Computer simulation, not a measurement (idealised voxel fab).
process module | voxel capacitor over wiring
cross-section cut | 225 nm wide | cells 5 nm
A cross-section is a grid of square cells, given in bands from the top down. A band is one or more rows of cells.
Each band's line starts with the height of the band's top and of its bottom, in nm. Then come its materials from left to right, each with its width in nm. One material with "throughout" fills the band from edge to edge. "air" is empty space.
Height 0 is the level under which the wafer as received is all one material. The lowest band goes on downwards, as in "0 down".
A width such as "30 to 40" changes by the same amount from each row of cells to the next, from the band's top row to its bottom row.
"no change" after a step means that no cell of the cross-section changed.
closed voids: empty space of 8 cells or more with no open way to the top, each as width x height at its distance from the left edge, in nm
after a step's settings: what the simulator itself notes on the step
overlay nm, on a step with a mask: how far to the right of its planned place the mask lay; to the left if negative
plan
1 op RECEIVE | material Si
2 op CONFORMAL_DEP | material SiO2 | thk nm 15
3 op CONFORMAL_DEP | material SiCN | thk nm 5
4 op DIRECTIONAL_DEP | material SiO2 | thk nm 20
5 op PATTERN | tone open | mask id METAL_1 | material resist | width nm 30 | pitch nm 95 | thk nm 15 | overlay nm 0
6 op DIRECTIONAL_ETCH | etch materials SiO2 | depth nm 20
7 op DIRECTIONAL_ETCH | etch materials SiCN | depth nm 5
8 op STRIP | etch materials resist
9 op CONFORMAL_DEP | material TiN | thk nm 5
10 op FILL_DEP | material Cu | thk nm 10
11 op CMP | height nm 40
12 op EPI | material Ru | thk nm 5
13 op FILL_DEP | material SiCN | thk nm 5
14 op DIRECTIONAL_DEP | material lowk | thk nm 15
15 op MASKED_ETCH | tone open | mask id PLUG_1 | width nm 15 | etch materials lowk | depth nm 15 | overlay nm 0
16 op MASKED_ETCH | tone open | mask id PLUG_1 | width nm 15 | etch materials SiCN | depth nm 5 | overlay nm 0
17 op CONFORMAL_DEP | material TiN | thk nm 5
18 op FILL_DEP | material Ru | thk nm 10
19 op CMP | height nm 65
20 op DIRECTIONAL_DEP | material TiN | thk nm 5
21 op DIRECTIONAL_DEP | material SiN | thk nm 5
22 op DIRECTIONAL_DEP | material TiN | thk nm 10
23 op PATTERN | tone cover | mask id UPPER_PLATE | material resist | width nm 70 | thk nm 15 | overlay nm 0
24 op DIRECTIONAL_ETCH | etch materials TiN | depth nm 10
25 op DIRECTIONAL_ETCH | etch materials SiN | depth nm 5
26 op STRIP | etch materials resist
27 op PATTERN | tone cover | mask id LOWER_PLATE | material resist | width nm 80 | thk nm 20 | overlay nm 0
28 op DIRECTIONAL_ETCH | etch materials TiN | depth nm 5
29 op STRIP | etch materials resist
30 op FILL_DEP | material SiO2 | thk nm 20
31 op CMP | height nm 100
32 op DIRECTIONAL_DEP | material aC | thk nm 10
33 op PATTERN | tone open | mask id PLUG_2 | material resist | width nm 15 | thk nm 30 | overlay nm 0
34 op DIRECTIONAL_ETCH | etch materials aC | depth nm 10
35 op STRIP | etch materials resist
36 op DIRECTIONAL_ETCH | etch materials SiO2 | depth nm 15
37 op STRIP | etch materials aC
38 op CONFORMAL_DEP | material TiN | thk nm 5
39 op FILL_DEP | material W | thk nm 5
40 op CMP | height nm 100
41 op CONFORMAL_DEP | material SiCN | thk nm 5
as received, after step 1
  0 down: Si throughout
  closed voids: none
a wafer at the end: this start, this plan, one mistake
  105 to 100: SiCN throughout
  100 to 90: SiO2 75 | TiN 5 | W 5 | TiN 5 | SiO2 135
  90 to 85: SiO2 75 | TiN 15 | SiO2 135
  85 to 75: SiO2 65 | TiN 70 | SiO2 90
  75 to 70: SiO2 65 | SiN 70 | SiO2 90
  70 to 65: SiO2 60 | TiN 80 | SiO2 85
  65 to 50: lowk 65 | TiN 5 | Ru 5 | TiN 5 | lowk 145
  50 to 45: SiCN 65 | TiN 15 | SiCN 145
  45 to 40: SiCN 50 | Ru 30 | SiCN 65 | Ru 30 | SiCN 50
  40 to 20: SiO2 55 | TiN 5 | Cu 10 | TiN 5 | SiO2 75 | TiN 5 | Cu 10 | TiN 5 | SiO2 55
  20 to 15: SiCN 55 | TiN 20 | SiCN 75 | TiN 20 | SiCN 55
  15 to 0: SiO2 throughout
  0 down: Si throughout
  closed voids: none
what went wrong: step 5 ran as: op PATTERN | tone open | mask id METAL_1 | material resist | width nm 20 | pitch nm 95 | thk nm 15 | overlay nm 0
